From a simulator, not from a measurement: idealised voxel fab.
Herein follows the process module entitled voxel wiring stack.
Cross-section cut spans 290 nm and uses square cells 5 nm in size.
Just so we're on the same page, the cross-sections are grids of square cells, and they're listed out in bands top to bottom, each band one or more rows deep.
Band entry format. Leading values: height of top, height of bottom, nm. Remainder: materials in left-to-right order, each with its width in nm. Special words: "all across" on a single material, which then fills the band edge to edge; "air", empty space.
Beneath 0, the wafer as received is one material, and that level is where height counting begins. The lowest band goes on downward without a bottom; it is written like "0 down".
Width: "30->40" (first number = top row, second number = bottom row, same change from row to row of cells).
A step reported as "stayed the same" is a step in which no cell of the cross-section changed.
Closed-off voids of 8+ cells (no open route to the top) go in "Enclosed void catalog", written width x height at distance from the left edge, in nm.
Anything after a step's settings on that line? It's the simulator's own note about the step.
overlay nm: mask offset rightward from planned place, masked step; negative means leftward offset.
**The following list gives the planned process steps**
1: RECEIVE [material Si]
2: CONFORMAL_DEP [material SiO2] [thk nm 15]
3: CONFORMAL_DEP [material SiN] [thk nm 5]
4: DIRECTIONAL_DEP [material SiO2] [thk nm 15]
5: PATTERN [tone open] [mask id METAL_1] [material resist] [width nm 20] [pitch nm 50] [thk nm 20] [overlay nm 0]
6: DIRECTIONAL_ETCH [etch materials SiO2] [depth nm 15]
7: DIRECTIONAL_ETCH [etch materials SiN] [depth nm 5]
8: STRIP [etch materials resist]
9: CONFORMAL_DEP [material TiN] [thk nm 5]
10: FILL_DEP [material Cu] [thk nm 5]
11: CMP [height nm 35]
12: CONFORMAL_DEP [material SiCN] [thk nm 5]
13: DIRECTIONAL_DEP [material SiO2] [thk nm 25]
14: DIRECTIONAL_DEP [material aC] [thk nm 15]
15: PATTERN [tone open] [mask id METAL_2_HOLES] [material resist] [width nm 15] [pitch nm 100] [thk nm 35] [overlay nm 0]
16: DIRECTIONAL_ETCH [etch materials aC] [depth nm 15]
17: STRIP [etch materials resist]
18: DIRECTIONAL_ETCH [etch materials SiO2] [depth nm 25]
19: STRIP [etch materials aC]
20: PATTERN [tone open] [mask id METAL_2] [material resist] [width nm 20] [pitch nm 50] [thk nm 15] [overlay nm 0]
21: DIRECTIONAL_ETCH [etch materials SiO2] [depth nm 15]
22: DIRECTIONAL_ETCH [etch materials SiCN] [depth nm 5]
23: STRIP [etch materials resist]
24: CONFORMAL_DEP [material TiN] [thk nm 5]
25: FILL_DEP [material Ru] [thk nm 10]
26: CMP [height nm 65]
27: CONFORMAL_DEP [material SiCN] [thk nm 5]
28: DIRECTIONAL_DEP [material lowk] [thk nm 30]
29: PATTERN [tone open] [mask id METAL_3_HOLES] [material resist] [width nm 15] [pitch nm 100] [thk nm 20] [overlay nm 0]
30: DIRECTIONAL_ETCH [etch materials lowk] [depth nm 30]
31: STRIP [etch materials resist]
32: MASKED_ETCH [tone open] [mask id METAL_3] [width nm 20] [pitch nm 50] [etch materials lowk] [depth nm 20] [overlay nm 0]
33: MASKED_ETCH [tone open] [mask id METAL_3] [width nm 20] [pitch nm 50] [etch materials SiCN] [depth nm 5] [overlay nm 0]
34: CONFORMAL_DEP [material TiN] [thk nm 5]
35: FILL_DEP [material Ru] [thk nm 10]
36: CMP [height nm 100]
37: CONFORMAL_DEP [material SiCN] [thk nm 5]
38: DIRECTIONAL_DEP [material lowk] [thk nm 10]
39: MASKED_ETCH [tone open] [mask id PLUG_3] [width nm 15] [pitch nm 50] [etch materials lowk] [depth nm 10] [overlay nm 0]
40: MASKED_ETCH [tone open] [mask id PLUG_3] [width nm 15] [pitch nm 50] [etch materials SiCN] [depth nm 5] [overlay nm 0]
41: EPI [material Ru] [thk nm 10]
42: EPI [material Ru] [thk nm 5]
43: CONFORMAL_DEP [material SiN] [thk nm 5]
44: DIRECTIONAL_DEP [material lowk] [thk nm 15]
45: DIRECTIONAL_DEP [material aC] [thk nm 15]
46: PATTERN [tone open] [mask id METAL_4] [material resist] [width nm 20] [pitch nm 50] [thk nm 35] [overlay nm 0]
47: DIRECTIONAL_ETCH [etch materials aC] [depth nm 15]
48: STRIP [etch materials resist]
49: DIRECTIONAL_ETCH [etch materials lowk] [depth nm 15]
50: DIRECTIONAL_ETCH [etch materials SiN] [depth nm 5]
51: STRIP [etch materials aC]
52: CONFORMAL_DEP [material TiN] [thk nm 5]
53: FILL_DEP [material Ru] [thk nm 5]
54: CMP [height nm 135]
55: EPI [material Ru] [thk nm 5]
56: FILL_DEP [material SiCN] [thk nm 5]
**Delivered wafer in cross-section: state after step 1**
	0 down: Si all across
	Enclosed void catalog: none
**Post-module cross-section: identical start and plan to those above, one misstep in execution**
	145 to 140: SiCN all across
	140 to 135: 80 nm SiCN / 30 nm Ru / 20 nm SiCN / 30 nm Ru / 20 nm SiCN / 30 nm Ru / 80 nm SiCN
	135 to 120: 85 nm lowk / 5 nm TiN / 10 nm Ru / 5 nm TiN / 30 nm lowk / 5 nm TiN / 10 nm Ru / 5 nm TiN / 30 nm lowk / 5 nm TiN / 10 nm Ru / 5 nm TiN / 85 nm lowk
	120 to 115: 85 nm SiN / 20 nm TiN / 30 nm SiN / 20 nm TiN / 30 nm SiN / 20 nm TiN / 85 nm SiN
	115 to 105: 85 nm lowk / 15 nm Ru / 35 nm lowk / 15 nm Ru / 35 nm lowk / 15 nm Ru / 90 nm lowk
	105 to 100: 85 nm SiCN / 15 nm Ru / 35 nm SiCN / 15 nm Ru / 35 nm SiCN / 15 nm Ru / 90 nm SiCN
	100 to 85: 85 nm lowk / 5 nm TiN / 10 nm Ru / 5 nm TiN / 30 nm lowk / 5 nm TiN / 10 nm Ru / 5 nm TiN / 30 nm lowk / 5 nm TiN / 10 nm Ru / 5 nm TiN / 85 nm lowk
	85 to 80: 85 nm lowk / 5 nm TiN / 5 nm Ru / 10 nm TiN / 30 nm lowk / 20 nm TiN / 30 nm lowk / 5 nm TiN / 5 nm Ru / 10 nm TiN / 85 nm lowk
	80 to 70: 85 nm lowk / 5 nm TiN / 5 nm Ru / 5 nm TiN / 85 nm lowk / 5 nm TiN / 5 nm Ru / 5 nm TiN / 90 nm lowk
	70 to 65: 85 nm SiCN / 15 nm TiN / 85 nm SiCN / 15 nm TiN / 90 nm SiCN
	65 to 55: 85 nm SiO2 / 5 nm TiN / 10 nm Ru / 5 nm TiN / 35 nm SiO2 / 5 nm TiN / 5 nm Ru / 5 nm TiN / 30 nm SiO2 / 5 nm TiN / 10 nm Ru / 5 nm TiN / 85 nm SiO2
	55 to 50: 85 nm SiO2 / 5 nm TiN / 5 nm Ru / 10 nm TiN / 35 nm SiO2 / 15 nm TiN / 30 nm SiO2 / 5 nm TiN / 5 nm Ru / 10 nm TiN / 85 nm SiO2
	50 to 45: 85 nm SiO2 / 5 nm TiN / 5 nm Ru / 5 nm TiN / 85 nm SiO2 / 5 nm TiN / 5 nm Ru / 5 nm TiN / 90 nm SiO2
	45 to 40: 85 nm SiO2 / 15 nm TiN / 85 nm SiO2 / 15 nm TiN / 90 nm SiO2
	40 to 35: 90 nm SiCN / 10 nm TiN / 90 nm SiCN / 10 nm TiN / 90 nm SiCN
	35 to 20: 85 nm SiO2 / 5 nm TiN / 10 nm Cu / 5 nm TiN / 30 nm SiO2 / 5 nm TiN / 10 nm Cu / 5 nm TiN / 30 nm SiO2 / 5 nm TiN / 10 nm Cu / 5 nm TiN / 85 nm SiO2
	20 to 15: 85 nm SiN / 20 nm TiN / 30 nm SiN / 20 nm TiN / 30 nm SiN / 20 nm TiN / 85 nm SiN
	15 to 0: SiO2 all across
	0 down: Si all across
	Enclosed void catalog: none
The plan and the run diverged here: step 20 changed vs plan, executed as PATTERN [tone open] [mask id METAL_2] [material resist] [width nm 15] [pitch nm 50] [thk nm 15] [overlay nm 0]
